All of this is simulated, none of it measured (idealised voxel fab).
process module | voxel gate over fins
cross-section cut | 270 nm wide | cells 5 nm
A cross-section is a grid of square cells, given in bands from the top down. A band is one or more rows of cells.
Each band's line starts with the height of the band's top and of its bottom, in nm. Then come its materials from left to right, each with its width in nm. One material with "throughout" fills the band from edge to edge. "air" is empty space.
Height 0 is the level under which the wafer as received is all one material. The lowest band goes on downwards, as in "0 down".
A width such as "30 to 40" changes by the same amount from each row of cells to the next, from the band's top row to its bottom row.
"no change" after a step means that no cell of the cross-section changed.
closed voids: empty space of 8 cells or more with no open way to the top, each as width x height at its distance from the left edge, in nm
after a step's settings: what the simulator itself notes on the step
overlay nm, on a step with a mask: how far to the right of its planned place the mask lay; to the left if negative
plan
1 op RECEIVE | material Si
2 op CONFORMAL_DEP | material SiN | thk nm 10
3 op PATTERN | tone cover | mask id FINS | material resist | width nm 15 | pitch nm 40 | thk nm 20 | overlay nm 0
4 op DIRECTIONAL_ETCH | etch materials SiN | depth nm 10
5 op DIRECTIONAL_ETCH | etch materials Si | depth nm 35
6 op STRIP | etch materials resist
7 op FILL_DEP | material SiO2 | thk nm 15
8 op CMP | height nm 10
9 op SELECTIVE_ETCH | etch materials SiO2 | depth nm 20
10 op STRIP | etch materials SiN
11 op CONFORMAL_DEP | material HfO2 | thk nm 5
12 op CONFORMAL_DEP | material TiN | thk nm 5
13 op CONFORMAL_DEP | material TiAl | thk nm 5
14 op CONFORMAL_DEP | material TiN | thk nm 5
15 op FILL_DEP | material W | thk nm 10
16 op CMP | height nm 25
17 op CONFORMAL_DEP | material SiCN | thk nm 10
as received, after step 1
  0 down: Si throughout
  closed voids: none
a wafer at the end: this start, this plan, one mistake
  35 to 25: SiCN throughout
  25 to 20: W throughout
  20 to 15: W 65 | TiN 135 | W 70
  15 to 10: W 65 | TiN 5 | TiAl 125 | TiN 5 | W 70
  10 to 5: TiN 70 | TiAl 5 | TiN 35 | TiAl 5 | TiN 35 | TiAl 5 | TiN 35 | TiAl 5 | TiN 75
  5 to 0: TiAl 75 | TiN 5 | HfO2 25 | TiN 5 | TiAl 5 | TiN 5 | HfO2 25 | TiN 5 | TiAl 5 | TiN 5 | HfO2 25 | TiN 5 | TiAl 80
  0 to -5: TiN 80 | HfO2 5 | Si 15 | HfO2 5 | TiN 15 | HfO2 5 | Si 15 | HfO2 5 | TiN 15 | HfO2 5 | Si 15 | HfO2 5 | TiN 85
  -5 to -10: HfO2 85 | Si 15 | HfO2 25 | Si 15 | HfO2 25 | Si 15 | HfO2 90
  -10 to -40: SiO2 85 | Si 15 | SiO2 25 | Si 15 | SiO2 25 | Si 15 | SiO2 90
  -40 down: Si throughout
  closed voids: none
what went wrong: step 5 ran as: op DIRECTIONAL_ETCH | etch materials Si | depth nm 40
